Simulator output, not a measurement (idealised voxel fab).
process module | voxel local oxidation
cross-section cut | 210 nm wide | cells 5 nm
A cross-section is a grid of square cells, given in bands from the top down. A band is one or more rows of cells.
Each band's line starts with the height of the band's top and of its bottom, in nm. Then come its materials from left to right, each with its width in nm. One material with "throughout" fills the band from edge to edge. "air" is empty space.
Height 0 is the level under which the wafer as received is all one material. The lowest band goes on downwards, as in "0 down".
A width such as "30 to 40" changes by the same amount from each row of cells to the next, from the band's top row to its bottom row.
"no change" after a step means that no cell of the cross-section changed.
closed voids: empty space of 8 cells or more with no open way to the top, each as width x height at its distance from the left edge, in nm
after a step's settings: what the simulator itself notes on the step
overlay nm, on a step with a mask: how far to the right of its planned place the mask lay; to the left if negative
plan
1 op RECEIVE | material Si
2 op OXIDIZE | depth nm 5
3 op CONFORMAL_DEP | material SiN | thk nm 10
4 op MASKED_ETCH | tone cover | mask id ACTIVE | width nm 130 | etch materials SiN | depth nm 10 | overlay nm 0
5 op SELECTIVE_ETCH | etch materials SiO2 | depth nm 5
6 op OXIDIZE | depth nm 10
7 op STRIP | etch materials SiN
as received, after step 1
  0 down: Si throughout
  closed voids: none
a wafer at the end: this start, this plan, one mistake
  10 to 0: air 40 | SiN 130 | air 40
  0 to -5: air 45 | SiO2 120 | air 45
  -5 to -15: SiO2 55 | Si 100 | SiO2 55
  -15 down: Si throughout
  closed voids: none
what went wrong: step 7 was left out
